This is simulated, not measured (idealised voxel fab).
Process module, titled voxel self aligned vias
Section cut is 280 nm wide and gridded with 5 nm square cells.
Cross-section layout: square cells on a grid; listed as bands, top to bottom; a band spans one or more cell rows. Basically the band line says how high the top is and how high the bottom is, in nm, and then what's in it from left to right, every material with its width in nm. Empty space shows up as "empty", and if a single material carries "throughout" it runs the full band edge to edge. Below 0: as-received wafer, all one material; heights counted from there. Lowest band: no bottom, goes on down, written "top 0, no bottom". Think of "30 to 40" as a width that walks from the first number to the second as you go down the band, top row to bottom row, taking equal-sized steps from row to row. When a step is marked "no change occurred", none of the cells in the cross-section changed during that step. Empty spaces counting at least 8 cells and having no open way to the top are listed in "Trapped cavities". The notation width x height at distance is used for each, the distance being from the left edge and all three values in nm. Heads up: the bit after the settings on a step's line is the simulator's remark on that step. "overlay nm" on a masked step: distance the mask lay right of its planned place, negative for left.

Steps planned for the process:
| 1 | RECEIVE | material Si |
| 2 | CONFORMAL_DEP | material SiO2 | thk nm 15 |
| 3 | CONFORMAL_DEP | material SiCN | thk nm 5 |
| 4 | DIRECTIONAL_DEP | material lowk | thk nm 30 |
| 5 | MASKED_ETCH | tone open | mask id LINES | width nm 30 | pitch nm 75 | etch materials lowk | depth nm 30 | overlay nm 0 |
| 6 | CONFORMAL_DEP | material TiN | thk nm 5 |
| 7 | FILL_DEP | material W | thk nm 10 |
| 8 | CMP | height nm 50 |
| 9 | SELECTIVE_ETCH | etch materials W Ru TiN | depth nm 10 |
| 10 | FILL_DEP | material SiN | thk nm 10 |
| 11 | CMP | height nm 50 |
| 12 | DIRECTIONAL_DEP | material lowk | thk nm 20 |
| 13 | MASKED_ETCH | tone open | mask id VIAS | width nm 50 | etch materials lowk | depth nm 20 | overlay nm 0 |
| 14 | MASKED_ETCH | tone open | mask id VIAS | width nm 50 | etch materials SiN | depth nm 10 | overlay nm 0 |
| 15 | CONFORMAL_DEP | material TiN | thk nm 5 |
| 16 | FILL_DEP | material Ru | thk nm 5 |
| 17 | CMP | height nm 70 |
| 18 | CONFORMAL_DEP | material SiN | thk nm 5 |

So, the first of our two wafers, run just as we planned it:

Shown in cross-section is the wafer as received, that is, as it stands after step 1:
    top 0, no bottom | Si throughout
    Trapped cavities: none

Step 2 done - wafer cross-section:
    top 15, bottom 0 | SiO2 throughout
    Below a height of 0, the structure has not been altered.

Step 3 done - wafer cross-section:
    top 20, bottom 15 | SiCN throughout
    Below a height of 15, the structure has not been altered.

Step 4 done - wafer cross-section:
    top 50, bottom 20 | lowk throughout
    Below a height of 20, the structure has not been altered.

Step 5 done - wafer cross-section:
    top 50, bottom 20 | lowk 85, empty 30, lowk 45, empty 30, lowk 90
    Below a height of 20, the structure has not been altered.

Step 6 done - wafer cross-section:
    top 55, bottom 50 | TiN 90, empty 20, TiN 55, empty 20, TiN 95
    top 50, bottom 25 | lowk 85, TiN 5, empty 20, TiN 5, lowk 45, TiN 5, empty 20, TiN 5, lowk 90
    top 25, bottom 20 | lowk 85, TiN 30, lowk 45, TiN 30, lowk 90
    Below a height of 20, the structure has not been altered.

Step 7 done - wafer cross-section:
    top 65, bottom 55 | W throughout
    top 55, bottom 50 | TiN 90, W 20, TiN 55, W 20, TiN 95
    top 50, bottom 25 | lowk 85, TiN 5, W 20, TiN 5, lowk 45, TiN 5, W 20, TiN 5, lowk 90
    Below a height of 25, the structure has not been altered.

Step 8 done - wafer cross-section:
    top 50, bottom 25 | lowk 85, TiN 5, W 20, TiN 5, lowk 45, TiN 5, W 20, TiN 5, lowk 90
    Below a height of 25, the structure has not been altered.

Step 9 done - wafer cross-section:
    top 50, bottom 40 | lowk 85, empty 30, lowk 45, empty 30, lowk 90
    Below a height of 40, the structure has not been altered.

Step 10 done - wafer cross-section:
    top 60, bottom 50 | SiN throughout
    top 50, bottom 40 | lowk 85, SiN 30, lowk 45, SiN 30, lowk 90
    Below a height of 40, the structure has not been altered.

Step 11 done - wafer cross-section:
    top 50, bottom 40 | lowk 85, SiN 30, lowk 45, SiN 30, lowk 90
    Below a height of 40, the structure has not been altered.

Step 12 done - wafer cross-section:
    top 70, bottom 50 | lowk throughout
    Below a height of 50, the structure has not been altered.

Step 13 done - wafer cross-section:
    top 70, bottom 50 | lowk 75, empty 50, lowk 155
    Below a height of 50, the structure has not been altered.

Step 14 done - wafer cross-section:
    top 70, bottom 50 | lowk 75, empty 50, lowk 155
    top 50, bottom 40 | lowk 85, empty 30, lowk 45, SiN 30, lowk 90
    Below a height of 40, the structure has not been altered.

Step 15 done - wafer cross-section:
    top 75, bottom 70 | TiN 80, empty 40, TiN 160
    top 70, bottom 55 | lowk 75, TiN 5, empty 40, TiN 5, lowk 155
    top 55, bottom 50 | lowk 75, TiN 15, empty 20, TiN 15, lowk 155
    top 50, bottom 45 | lowk 85, TiN 5, empty 20, TiN 5, lowk 45, SiN 30, lowk 90
    top 45, bottom 40 | lowk 85, TiN 30, lowk 45, SiN 30, lowk 90
    Below a height of 40, the structure has not been altered.

Step 16 done - wafer cross-section:
    top 80, bottom 75 | Ru throughout
    top 75, bottom 70 | TiN 80, Ru 40, TiN 160
    top 70, bottom 55 | lowk 75, TiN 5, Ru 40, TiN 5, lowk 155
    top 55, bottom 50 | lowk 75, TiN 15, Ru 20, TiN 15, lowk 155
    top 50, bottom 45 | lowk 85, TiN 5, Ru 20, TiN 5, lowk 45, SiN 30, lowk 90
    Below a height of 45, the structure has not been altered.

Step 17 done - wafer cross-section:
    top 70, bottom 55 | lowk 75, TiN 5, Ru 40, TiN 5, lowk 155
    Below a height of 55, the structure has not been altered.

Step 18 done - wafer cross-section:
    top 75, bottom 70 | SiN throughout
    Below a height of 70, the structure has not been altered.

The second wafer: identical to the first at the outset and in its planned sequence, differing only in that one mistake was made during processing; up to and including step 12, its path is the first wafer's path:

Second wafer profile in section, at the moment step 13 of the plan was meant to be complete:
    top 70, bottom 50 | lowk 70, empty 50, lowk 160
    Below a height of 50, the structure has not been altered.

Second wafer profile in section, at the moment step 14 of the plan was meant to be complete:
    top 70, bottom 50 | lowk 70, empty 50, lowk 160
    top 50, bottom 40 | lowk 85, empty 30, lowk 45, SiN 30, lowk 90
    Below a height of 40, the structure has not been altered.

Second wafer profile in section, at the moment step 15 of the plan was meant to be complete:
    top 75, bottom 70 | TiN 75, empty 40, TiN 165
    top 70, bottom 55 | lowk 70, TiN 5, empty 40, TiN 5, lowk 160
    top 55, bottom 50 | lowk 70, TiN 20, empty 20, TiN 10, lowk 160
    top 50, bottom 45 | lowk 85, TiN 5, empty 20, TiN 5, lowk 45, SiN 30, lowk 90
    top 45, bottom 40 | lowk 85, TiN 30, lowk 45, SiN 30, lowk 90
    Below a height of 40, the structure has not been altered.

Second wafer profile in section, at the moment step 16 of the plan was meant to be complete:
    top 80, bottom 75 | Ru throughout
    top 75, bottom 70 | TiN 75, Ru 40, TiN 165
    top 70, bottom 55 | lowk 70, TiN 5, Ru 40, TiN 5, lowk 160
    top 55, bottom 50 | lowk 70, TiN 20, Ru 20, TiN 10, lowk 160
    top 50, bottom 45 | lowk 85, TiN 5, Ru 20, TiN 5, lowk 45, SiN 30, lowk 90
    Below a height of 45, the structure has not been altered.

Second wafer profile in section, at the moment step 17 of the plan was meant to be complete:
    top 70, bottom 55 | lowk 70, TiN 5, Ru 40, TiN 5, lowk 160
    Below a height of 55, the structure has not been altered.

Second wafer profile in section, at the moment step 18 of the plan was meant to be complete:
    top 75, bottom 70 | SiN throughout
    Below a height of 70, the structure has not been altered.
Finding, execution versus plan: step 13 ran differently from the plan; actual operation with settings: MASKED_ETCH | tone open | mask id VIAS | width nm 50 | etch materials lowk | depth nm 20 | overlay nm -5
Tallied in cells, the final second wafer holds each material in the same quantity as the first, although not at the same places.
